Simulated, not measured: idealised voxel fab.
process module | voxel self aligned vias
cross-section cut | 255 nm wide | cells 5 nm
A cross-section is a grid of square cells, given in bands from the top down. A band is one or more rows of cells.
Each band's line starts with the height of the band's top and of its bottom, in nm. Then come its materials from left to right, each with its width in nm. One material with "throughout" fills the band from edge to edge. "air" is empty space.
Height 0 is the level under which the wafer as received is all one material. The lowest band goes on downwards, as in "0 down".
A width such as "30 to 40" changes by the same amount from each row of cells to the next, from the band's top row to its bottom row.
"no change" after a step means that no cell of the cross-section changed.
closed voids: empty space of 8 cells or more with no open way to the top, each as width x height at its distance from the left edge, in nm
after a step's settings: what the simulator itself notes on the step
overlay nm, on a step with a mask: how far to the right of its planned place the mask lay; to the left if negative
plan
1 op RECEIVE | material Si
2 op CONFORMAL_DEP | material SiO2 | thk nm 10
3 op CONFORMAL_DEP | material SiCN | thk nm 5
4 op DIRECTIONAL_DEP | material lowk | thk nm 30
5 op PATTERN | tone open | mask id LINES | material resist | width nm 25 | pitch nm 70 | thk nm 15 | overlay nm 0
6 op DIRECTIONAL_ETCH | etch materials lowk | depth nm 30
7 op STRIP | etch materials resist
8 op CONFORMAL_DEP | material TiN | thk nm 5
9 op FILL_DEP | material Ru | thk nm 5
10 op CMP | height nm 45
11 op SELECTIVE_ETCH | etch materials W Ru TiN | depth nm 5
12 op FILL_DEP | material SiN | thk nm 10
13 op CMP | height nm 45
14 op DIRECTIONAL_DEP | material lowk | thk nm 15
15 op DIRECTIONAL_DEP | material aC | thk nm 10
16 op PATTERN | tone open | mask id VIAS | material resist | width nm 45 | thk nm 30 | overlay nm 0
17 op DIRECTIONAL_ETCH | etch materials aC | depth nm 10
18 op STRIP | etch materials resist
19 op DIRECTIONAL_ETCH | etch materials lowk | depth nm 15
20 op DIRECTIONAL_ETCH | etch materials SiN | depth nm 5
21 op STRIP | etch materials aC
22 op CONFORMAL_DEP | material TiN | thk nm 5
23 op FILL_DEP | material Ru | thk nm 5
24 op CMP | height nm 60
25 op CONFORMAL_DEP | material SiN | thk nm 5
as received, after step 1
  0 down: Si throughout
  closed voids: none
a wafer at the end: this start, this plan, one mistake
  65 to 60: SiN throughout
  60 to 45: lowk 70 | TiN 5 | Ru 35 | TiN 5 | lowk 140
  45 to 40: SiN 70 | TiN 45 | SiN 140
  40 to 15: lowk 80 | TiN 5 | Ru 15 | TiN 5 | lowk 45 | TiN 5 | Ru 15 | TiN 5 | lowk 80
  15 to 10: lowk 80 | TiN 25 | lowk 45 | TiN 25 | lowk 80
  10 to 0: SiO2 throughout
  0 down: Si throughout
  closed voids: none
what went wrong: step 3 was left out
